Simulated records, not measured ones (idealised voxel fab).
Presented below is a process module, voxel wiring stack.
We display cut, a cross-section 255 nm in width whose square cells are each 5 nm.
A cross-section in this document is a grid of square cells, and it is written down as bands, the top band listed before the ones below it; a band is made up of one or more rows of cells.
Look at the band entry: it leads with the top's height and the bottom's height in nm. Then it lists the materials left to right, with a width in nm for each. The word "all across" on a single material says that material fills the band edge to edge. The word "air" is empty space.
Note: height 0 marks the level under which the wafer is uniformly one material as received. Lowest band unbounded below, written "0 nm and below".
When a width is written as two numbers, as in "30..40", the first number is the width in the top row of cells of the band and the second is the width in its bottom row, and the width changes by the same amount from each row to the next.
You'll sometimes find "no modification" written for a step, and that's the way of saying that nowhere in the cross-section did a cell change during that step.
So "Enclosed void list" is basically the list of trapped voids: any empty space of 8 cells or more that can't reach the top through an opening. They're written width x height at distance, the distance being from the left edge, and it's all nm.
Text after the settings on a step's line: the simulator's own remark on that step.
overlay nm: right-of-plan distance of the mask on a masked step; negative values mean left-of-plan.
**So here's the lineup of process steps we planned**
1. RECEIVE, material Si
2. CONFORMAL_DEP, material SiO2, thk nm 15
3. CONFORMAL_DEP, material SiN, thk nm 5
4. DIRECTIONAL_DEP, material lowk, thk nm 15
5. DIRECTIONAL_DEP, material aC, thk nm 10
6. PATTERN, tone open, mask id METAL_1, material resist, width nm 20, pitch nm 35, thk nm 25, overlay nm 0
7. DIRECTIONAL_ETCH, etch materials aC, depth nm 10
8. STRIP, etch materials resist
9. DIRECTIONAL_ETCH, etch materials lowk, depth nm 15
10. DIRECTIONAL_ETCH, etch materials SiN, depth nm 5
11. STRIP, etch materials aC
12. CONFORMAL_DEP, material TiN, thk nm 5
13. FILL_DEP, material Cu, thk nm 10
14. CMP, height nm 35
15. CONFORMAL_DEP, material SiCN, thk nm 5
16. DIRECTIONAL_DEP, material lowk, thk nm 20
17. PATTERN, tone open, mask id METAL_2_HOLES, material resist, width nm 15, pitch nm 70, thk nm 15, overlay nm 0
18. DIRECTIONAL_ETCH, etch materials lowk, depth nm 30
19. STRIP, etch materials resist
20. MASKED_ETCH, tone open, mask id METAL_2, width nm 20, pitch nm 35, etch materials lowk, depth nm 20, overlay nm 0
21. MASKED_ETCH, tone open, mask id METAL_2, width nm 20, pitch nm 35, etch materials SiCN, depth nm 5, overlay nm 0
22. CONFORMAL_DEP, material TiN, thk nm 5
23. FILL_DEP, material Cu, thk nm 5
24. CMP, height nm 70
25. CONFORMAL_DEP, material SiN, thk nm 5
For clarity, it should be stated that the wafers under discussion commence in an identical condition and differ with respect to the thk nm of step 16, the plan indicating the value that the first wafer had.
**Cross-section of the first of several wafers as received (after step 1)**
0 nm and below = Si all across
Enclosed void list: none
**First of several wafers: cross-section at the end of the module, after step 25, its last step**
75 nm to 70 nm = SiN all across
70 nm to 65 nm = Cu all across
65 nm to 60 nm = 70 nm TiN, 10 nm Cu, 25 nm TiN, 10 nm Cu, 25 nm TiN, 10 nm Cu, 25 nm TiN, 10 nm Cu, 70 nm TiN
60 nm to 40 nm = 65 nm lowk, 5 nm TiN, 10 nm Cu, 5 nm TiN, 15 nm lowk, 5 nm TiN, 10 nm Cu, 5 nm TiN, 15 nm lowk, 5 nm TiN, 10 nm Cu, 5 nm TiN, 15 nm lowk, 5 nm TiN, 10 nm Cu, 5 nm TiN, 65 nm lowk
40 nm to 35 nm = 65 nm SiCN, 20 nm TiN, 15 nm SiCN, 20 nm TiN, 15 nm SiCN, 20 nm TiN, 15 nm SiCN, 20 nm TiN, 65 nm SiCN
35 nm to 20 nm = 65 nm lowk, 5 nm TiN, 10 nm Cu, 5 nm TiN, 15 nm lowk, 5 nm TiN, 10 nm Cu, 5 nm TiN, 15 nm lowk, 5 nm TiN, 10 nm Cu, 5 nm TiN, 15 nm lowk, 5 nm TiN, 10 nm Cu, 5 nm TiN, 65 nm lowk
20 nm to 15 nm = 65 nm SiN, 20 nm TiN, 15 nm SiN, 20 nm TiN, 15 nm SiN, 20 nm TiN, 15 nm SiN, 20 nm TiN, 65 nm SiN
15 nm to 0 nm = SiO2 all across
0 nm and below = Si all across
Enclosed void list: none
**Last-wafer cross-section at the end of the module**
75 nm to 70 nm = SiN all across
70 nm to 65 nm = 65 nm lowk, 5 nm TiN, 5 nm Cu, 10 nm TiN, 15 nm lowk, 20 nm TiN, 15 nm lowk, 5 nm TiN, 5 nm Cu, 10 nm TiN, 15 nm lowk, 20 nm TiN, 65 nm lowk
65 nm to 40 nm = 65 nm lowk, 5 nm TiN, 5 nm Cu, 5 nm TiN, 55 nm lowk, 5 nm TiN, 5 nm Cu, 5 nm TiN, 105 nm lowk
40 nm to 35 nm = 65 nm SiCN, 15 nm TiN, 55 nm SiCN, 15 nm TiN, 105 nm SiCN
35 nm to 20 nm = 65 nm lowk, 5 nm TiN, 10 nm Cu, 5 nm TiN, 15 nm lowk, 5 nm TiN, 10 nm Cu, 5 nm TiN, 15 nm lowk, 5 nm TiN, 10 nm Cu, 5 nm TiN, 15 nm lowk, 5 nm TiN, 10 nm Cu, 5 nm TiN, 65 nm lowk
20 nm to 15 nm = 65 nm SiN, 20 nm TiN, 15 nm SiN, 20 nm TiN, 15 nm SiN, 20 nm TiN, 15 nm SiN, 20 nm TiN, 65 nm SiN
15 nm to 0 nm = SiO2 all across
0 nm and below = Si all across
Enclosed void list: none
**Per-wafer rows below. For each material: cells gained (+) or lost (-) since the wafer was received, as of end of module. Then: closed voids**
thk nm 20; +115 Cu; +35 SiCN; +86 SiN; +153 SiO2; +131 TiN; +245 lowk; Enclosed void list: none
thk nm 25; +60 Cu; +45 SiCN; +86 SiN; +153 SiO2; +131 TiN; +290 lowk; Enclosed void list: none
thk nm 30; +54 Cu; +45 SiCN; +86 SiN; +153 SiO2; +92 TiN; +335 lowk; Enclosed void list: none
thk nm 35; +48 Cu; +45 SiCN; +86 SiN; +153 SiO2; +88 TiN; +345 lowk; Enclosed void list: none
thk nm 40; +42 Cu; +45 SiCN; +86 SiN; +153 SiO2; +84 TiN; +355 lowk; Enclosed void list: none
thk nm 45; +36 Cu; +45 SiCN; +86 SiN; +153 SiO2; +80 TiN; +365 lowk; Enclosed void list: none
